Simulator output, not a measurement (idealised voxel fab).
A process module follows: voxel ribs on slabs.
Square cell edge 5 nm, section width 195 nm, ID cut.
Cross-section format: a grid of square cells, given as bands from top to bottom; each band is one or more rows of cells.
Basically the band line says how high the top is and how high the bottom is, in nm, and then what's in it from left to right, every material with its width in nm. Empty space shows up as "blank", and if a single material carries "all across" it runs the full band edge to edge.
Basically, 0 is our baseline, since under it the wafer straight out of the box is all one material. The bottom band has no lower end and keeps on going down, so it looks like "z 0 and below".
Width: "30..40" (first number = top row, second number = bottom row, same change from row to row of cells).
"no alteration" (step): cross-section cells unchanged, all of them.
This entry, "Unvented voids", enumerates those empty regions of no fewer than 8 cells that possess no open connection to the top. Each region is reported in the form width x height at distance, the distance being taken from the left edge, with all three quantities expressed in nm.
Note: text after step settings on the step line = simulator remark on that step.
Among the settings permitted on a step's line is "overlay nm"; applied to a step with a mask, it specifies the extent to which the mask lay to the right of its planned position, whereas a negative figure signifies a position to the left.
Steps in the process plan
| 1 | op RECEIVE | material Si |
| 2 | op DIRECTIONAL_DEP | material SiO2 | thk nm 20 |
| 3 | op DIRECTIONAL_DEP | material polySi | thk nm 15 |
| 4 | op MASKED_ETCH | tone cover | mask id RIB | width nm 15 | etch materials polySi | depth nm 5 | overlay nm 0 |
| 5 | op DIRECTIONAL_DEP | material aC | thk nm 15 |
| 6 | op PATTERN | tone cover | mask id SLAB | material resist | width nm 55 | thk nm 35 | overlay nm 0 |
| 7 | op DIRECTIONAL_ETCH | etch materials aC | depth nm 15 |
| 8 | op STRIP | etch materials resist |
| 9 | op DIRECTIONAL_ETCH | etch materials polySi | depth nm 10 |
| 10 | op STRIP | etch materials aC |
| 11 | op FILL_DEP | material SiO2 | thk nm 30 |
| 12 | op CMP | height nm 55 |
| 13 | op DIRECTIONAL_DEP | material TiN | thk nm 5 |
| 14 | op DIRECTIONAL_DEP | material aC | thk nm 15 |
| 15 | op PATTERN | tone cover | mask id HEATER | material resist | width nm 25 | thk nm 30 | overlay nm 0 |
| 16 | op DIRECTIONAL_ETCH | etch materials aC | depth nm 15 |
| 17 | op STRIP | etch materials resist |
| 18 | op DIRECTIONAL_ETCH | etch materials TiN | depth nm 5 |
| 19 | op STRIP | etch materials aC |
| 20 | op CONFORMAL_DEP | material SiN | thk nm 5 |
Cross-section of the wafer at receipt, which is the condition after step 1
    z 0 and below  Si all across
    Unvented voids: none
Below is the wafer in cross-section after the module was completed. It began from the starting point shown above and followed the plan shown above, except that one mistake was made while running it
    z 65 to 60  blank (80) / SiN (35) / blank (80)
    z 60 to 55  SiN (85) / TiN (25) / SiN (85)
    z 55 to 50  SiO2 all across
    z 50 to 45  SiO2 (90) / polySi (15) / SiO2 (90)
    z 45 to 35  SiO2 (70) / polySi (55) / SiO2 (70)
    z 35 to 20  polySi all across
    z 20 to 0  SiO2 all across
    z 0 and below  Si all across
    Unvented voids: none
Deviation noted in wafer processing: plan step 3 was conducted twice
